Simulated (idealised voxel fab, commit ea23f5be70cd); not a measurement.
Module name: voxel transistor to metal (process module)
For reference, the cross-section in this document is cut, with width 175 nm and square cells of 5 nm.
When this document writes out a cross-section, it uses a grid of square cells and lists it as bands, beginning at the top and moving down, with a band standing for one or more rows of cells. What a band's entry tells you: where the top is and where the bottom is, as heights in nm, and after that what lies inside, material by material from left to right, each with its width in nm. Empty space is written as the word "empty", and a single material marked with the word "everywhere" occupies the band from edge to edge. Beneath 0, the wafer as received is one material, and that level is where height counting begins. The lowest band goes on downward without a bottom; it is written like "0 nm and below". Width "30 to 40": first value at the band's top row of cells, second value at its bottom row, equal change from row to row. Given "nothing got changed" for a step, no cell of the cross-section differs between before and after that step. "Encapsulated voids": empty spaces of 8 cells or more with no open way to the top, each given as width x height at distance, distance from the left edge, all in nm. Text after the settings on a step's line: the simulator's own remark on that step. A step line may carry the setting "overlay nm", which, for steps involving a mask, states the distance by which the mask lay to the right of its intended position; negative values denote displacement to the left.
### Steps planned for the process
| 1 | RECEIVE: material Si |
| 2 | CONFORMAL_DEP: material SiO2, thk nm 5 |
| 3 | CONFORMAL_DEP: material SiN, thk nm 10 |
| 4 | PATTERN: tone cover, mask id ACTIVE, material resist, width nm 115, thk nm 15, overlay nm 0 |
| 5 | DIRECTIONAL_ETCH: etch materials SiN, depth nm 10 |
| 6 | DIRECTIONAL_ETCH: etch materials SiO2, depth nm 5 |
| 7 | DIRECTIONAL_ETCH: etch materials Si, depth nm 30 |
| 8 | STRIP: etch materials resist |
| 9 | FILL_DEP: material SiO2, thk nm 10 |
| 10 | CMP: height nm 15 |
| 11 | SELECTIVE_ETCH: etch materials SiO2, depth nm 5 |
| 12 | STRIP: etch materials SiN |
| 13 | SELECTIVE_ETCH: etch materials SiO2, depth nm 5 |
| 14 | OXIDIZE: depth nm 5 |
| 15 | DIRECTIONAL_DEP: material polySi, thk nm 25 |
| 16 | DIRECTIONAL_DEP: material SiCN, thk nm 10 |
| 17 | DIRECTIONAL_DEP: material aC, thk nm 15 |
| 18 | PATTERN: tone cover, mask id GATE, material resist, width nm 25, thk nm 30, overlay nm 0 |
| 19 | DIRECTIONAL_ETCH: etch materials aC, depth nm 15 |
| 20 | STRIP: etch materials resist |
| 21 | DIRECTIONAL_ETCH: etch materials SiCN, depth nm 20 |
| 22 | DIRECTIONAL_ETCH: etch materials polySi, depth nm 35 |
| 23 | STRIP: etch materials aC |
| 24 | CONFORMAL_DEP: material SiO2, thk nm 5 |
| 25 | DIRECTIONAL_ETCH: etch materials SiO2, depth nm 5 |
| 26 | CONFORMAL_DEP: material SiN, thk nm 10 |
| 27 | DIRECTIONAL_ETCH: etch materials SiN, depth nm 10 |
| 28 | DIRECTIONAL_ETCH: etch materials SiO2, depth nm 5 |
| 29 | EPI: material SiGe, thk nm 5 |
| 30 | FILL_DEP: material SiO2, thk nm 5 |
| 31 | CMP: height nm 25 |
| 32 | STRIP: etch materials polySi |
| 33 | SELECTIVE_ETCH: etch materials SiO2, depth nm 5 |
| 34 | CONFORMAL_DEP: material HfO2, thk nm 5 |
| 35 | CONFORMAL_DEP: material TiN, thk nm 5 |
| 36 | FILL_DEP: material W, thk nm 5 |
| 37 | CMP: height nm 20 |
| 38 | DIRECTIONAL_DEP: material SiO2, thk nm 15 |
| 39 | DIRECTIONAL_DEP: material aC, thk nm 10 |
| 40 | PATTERN: tone open, mask id CONTACT, material resist, width nm 15, pitch nm 80, thk nm 25, overlay nm 0 |
| 41 | DIRECTIONAL_ETCH: etch materials aC, depth nm 10 |
| 42 | STRIP: etch materials resist |
| 43 | DIRECTIONAL_ETCH: etch materials SiO2, depth nm 35 |
| 44 | STRIP: etch materials aC |
| 45 | CONFORMAL_DEP: material TiN, thk nm 5 |
| 46 | FILL_DEP: material Ru, thk nm 5 |
| 47 | CMP: height nm 35 |
| 48 | CONFORMAL_DEP: material SiN, thk nm 5 |
| 49 | DIRECTIONAL_DEP: material SiO2, thk nm 15 |
| 50 | MASKED_ETCH: tone open, mask id METAL_1, width nm 15, pitch nm 80, etch materials SiO2, depth nm 15, overlay nm 0 |
| 51 | MASKED_ETCH: tone open, mask id METAL_1, width nm 15, pitch nm 80, etch materials SiN, depth nm 5, overlay nm 0 |
| 52 | CONFORMAL_DEP: material TiN, thk nm 5 |
| 53 | FILL_DEP: material Cu, thk nm 10 |
| 54 | CMP: height nm 55 |
| 55 | EPI: material Ru, thk nm 5 |
| 56 | FILL_DEP: material SiCN, thk nm 5 |
| 57 | DIRECTIONAL_DEP: material SiO2, thk nm 30 |
| 58 | MASKED_ETCH: tone open, mask id METAL_2, width nm 15, pitch nm 80, etch materials SiO2, depth nm 20, overlay nm 0 |
| 59 | PATTERN: tone open, mask id METAL_2_HOLES, material resist, width nm 15, pitch nm 80, thk nm 20, overlay nm 0 |
| 60 | DIRECTIONAL_ETCH: etch materials SiO2, depth nm 10 |
| 61 | DIRECTIONAL_ETCH: etch materials SiCN, depth nm 5 |
| 62 | STRIP: etch materials resist |
| 63 | CONFORMAL_DEP: material TiN, thk nm 5 |
| 64 | FILL_DEP: material Cu, thk nm 10 |
| 65 | CMP: height nm 95 |
| 66 | CONFORMAL_DEP: material SiCN, thk nm 5 |
### Cross-section of the wafer upon arrival, representing the state reached after step 1
    0 nm and below | Si everywhere
    Encapsulated voids: none
### Below is the wafer in cross-section after the module was completed. It began from the starting point shown above and followed the plan shown above, except that one mistake was made while running it
    100 nm to 95 nm | SiCN everywhere
    95 nm to 65 nm | 40 of SiO2 | 5 of TiN | 5 of Cu | 5 of TiN | 65 of SiO2 | 5 of TiN | 5 of Cu | 5 of TiN | 40 of SiO2
    65 nm to 60 nm | 40 of SiCN | 15 of TiN | 65 of SiCN | 15 of TiN | 40 of SiCN
    60 nm to 55 nm | Ru everywhere
    55 nm to 50 nm | 45 of TiN | 5 of Cu | 75 of TiN | 5 of Cu | 45 of TiN
    50 nm to 35 nm | 40 of SiO2 | 5 of TiN | 5 of Cu | 5 of TiN | 65 of SiO2 | 5 of TiN | 5 of Cu | 5 of TiN | 40 of SiO2
    35 nm to 30 nm | 40 of SiN | 15 of TiN | 65 of SiN | 15 of TiN | 40 of SiN
    30 nm to 20 nm | 40 of SiO2 | 5 of TiN | 5 of Ru | 5 of TiN | 65 of SiO2 | 5 of TiN | 5 of Ru | 5 of TiN | 40 of SiO2
    20 nm to 5 nm | 40 of SiO2 | 5 of TiN | 5 of Ru | 5 of TiN | 5 of SiO2 | 10 of SiN | 5 of HfO2 | 5 of TiN | 15 of W | 5 of TiN | 5 of HfO2 | 10 of SiN | 5 of SiO2 | 5 of TiN | 5 of Ru | 5 of TiN | 40 of SiO2
    5 nm to 0 nm | 30 of SiO2 | 10 of SiN | 15 of TiN | 5 of SiO2 | 10 of SiN | 5 of HfO2 | 25 of TiN | 5 of HfO2 | 10 of SiN | 5 of SiO2 | 15 of TiN | 10 of SiN | 30 of SiO2
    0 nm to -5 nm | 40 of SiO2 | 20 of SiGe | 10 of SiO2 | 35 of HfO2 | 10 of SiO2 | 20 of SiGe | 40 of SiO2
    -5 nm to -30 nm | 30 of SiO2 | 115 of Si | 30 of SiO2
    -30 nm and below | Si everywhere
    Encapsulated voids: none
Which mistake was made when the wafer was run? in deviation from the planned setting, step 47 was conducted as CMP: height nm 30
